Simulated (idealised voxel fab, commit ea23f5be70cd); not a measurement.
Process module in this document: voxel trench capacitor
Cross-section cut spans 290 nm and uses square cells 5 nm in size.
Cross-section format: a grid of square cells, given as bands from top to bottom; each band is one or more rows of cells.
Basically the band line says how high the top is and how high the bottom is, in nm, and then what's in it from left to right, every material with its width in nm. Empty space shows up as "blank", and if a single material carries "edge to edge" it runs the full band edge to edge.
Counting heights begins at 0, where everything beneath is, in the wafer as received, one material. The lowest band has no bottom; it goes on downwards, as "0 -> down" shows.
You'd read "30->40" like this: the band's top row of cells is as wide as the first number, its bottom row is as wide as the second, and going down, every row changes width by the same amount as the row before did.
"changes: none", as given for a step, is the statement that not any cell of the cross-section underwent a change during that step.
Enclosed voids (no open way to top), threshold 8 cells or more, entry "Closed void register", notation width x height at distance, distance from left edge, nm.
Post-settings text on a step line: simulator's own remark regarding the step.
The setting "overlay nm" may be written on the line of a step. When the step uses a mask, the value reports how far to the right of the planned place the mask lay, and a negative value reports that it lay to the left.

Below is the list of planned process steps:
- 1: RECEIVE (material Si)
- 2: CONFORMAL_DEP (material SiN; thk nm 5)
- 3: DIRECTIONAL_DEP (material aC; thk nm 10)
- 4: PATTERN (tone open; mask id TRENCH; material resist; width nm 20; pitch nm 55; thk nm 25; overlay nm 0)
- 5: DIRECTIONAL_ETCH (etch materials aC; depth nm 10)
- 6: STRIP (etch materials resist)
- 7: DIRECTIONAL_ETCH (etch materials SiN; depth nm 5)
- 8: DIRECTIONAL_ETCH (etch materials Si; depth nm 40)
- 9: STRIP (etch materials aC)
- 10: CONFORMAL_DEP (material HfO2; thk nm 5)
- 11: CONFORMAL_DEP (material TiN; thk nm 5)
- 12: FILL_DEP (material W; thk nm 5)
- 13: CMP (height nm 5)
It is noted that the wafers described herein are identical at the outset and are distinguished by the width nm of step 4; the value stated in the plan corresponds to the first wafer.

Cross-section: the first of several wafers in its as-received state, i.e. following step 1:
0 -> down  Si edge to edge
Closed void register: none

The first of several wafers, seen in cross-section after the module's last step, step 13:
5 -> 0  SiN 50  HfO2 5  TiN 10  HfO2 5  SiN 35  HfO2 5  TiN 10  HfO2 5  SiN 35  HfO2 5  TiN 10  HfO2 5  SiN 35  HfO2 5  TiN 10  HfO2 5  SiN 55
0 -> -35  Si 50  HfO2 5  TiN 10  HfO2 5  Si 35  HfO2 5  TiN 10  HfO2 5  Si 35  HfO2 5  TiN 10  HfO2 5  Si 35  HfO2 5  TiN 10  HfO2 5  Si 55
-35 -> -40  Si 50  HfO2 20  Si 35  HfO2 20  Si 35  HfO2 20  Si 35  HfO2 20  Si 55
-40 -> down  Si edge to edge
Closed void register: none

Here's the last wafer cross-sectioned at the end of the module:
5 -> 0  SiN 40  HfO2 5  TiN 5  W 20  TiN 5  HfO2 5  SiN 15  HfO2 5  TiN 5  W 20  TiN 5  HfO2 5  SiN 15  HfO2 5  TiN 5  W 20  TiN 5  HfO2 5  SiN 15  HfO2 5  TiN 5  W 20  TiN 5  HfO2 5  SiN 45
0 -> -30  Si 40  HfO2 5  TiN 5  W 20  TiN 5  HfO2 5  Si 15  HfO2 5  TiN 5  W 20  TiN 5  HfO2 5  Si 15  HfO2 5  TiN 5  W 20  TiN 5  HfO2 5  Si 15  HfO2 5  TiN 5  W 20  TiN 5  HfO2 5  Si 45
-30 -> -35  Si 40  HfO2 5  TiN 30  HfO2 5  Si 15  HfO2 5  TiN 30  HfO2 5  Si 15  HfO2 5  TiN 30  HfO2 5  Si 15  HfO2 5  TiN 30  HfO2 5  Si 45
-35 -> -40  Si 40  HfO2 40  Si 15  HfO2 40  Si 15  HfO2 40  Si 15  HfO2 40  Si 45
-40 -> down  Si edge to edge
Closed void register: none

The table below has one row for each wafer; a row shows, as of the end of the module, how many cells of each material the wafer has gained, marked (+), or lost, marked (-), since it was received, and then the wafer's closed voids:
width nm 20; +80 HfO2; -128 Si; +42 SiN; +64 TiN; Closed void register: none
width nm 25; +84 HfO2; -160 Si; +38 SiN; +68 TiN; +28 W; Closed void register: none
width nm 30; +88 HfO2; -192 Si; +34 SiN; +72 TiN; +56 W; Closed void register: none
width nm 35; +92 HfO2; -224 Si; +30 SiN; +76 TiN; +84 W; Closed void register: none
width nm 40; +96 HfO2; -256 Si; +26 SiN; +80 TiN; +112 W; Closed void register: none
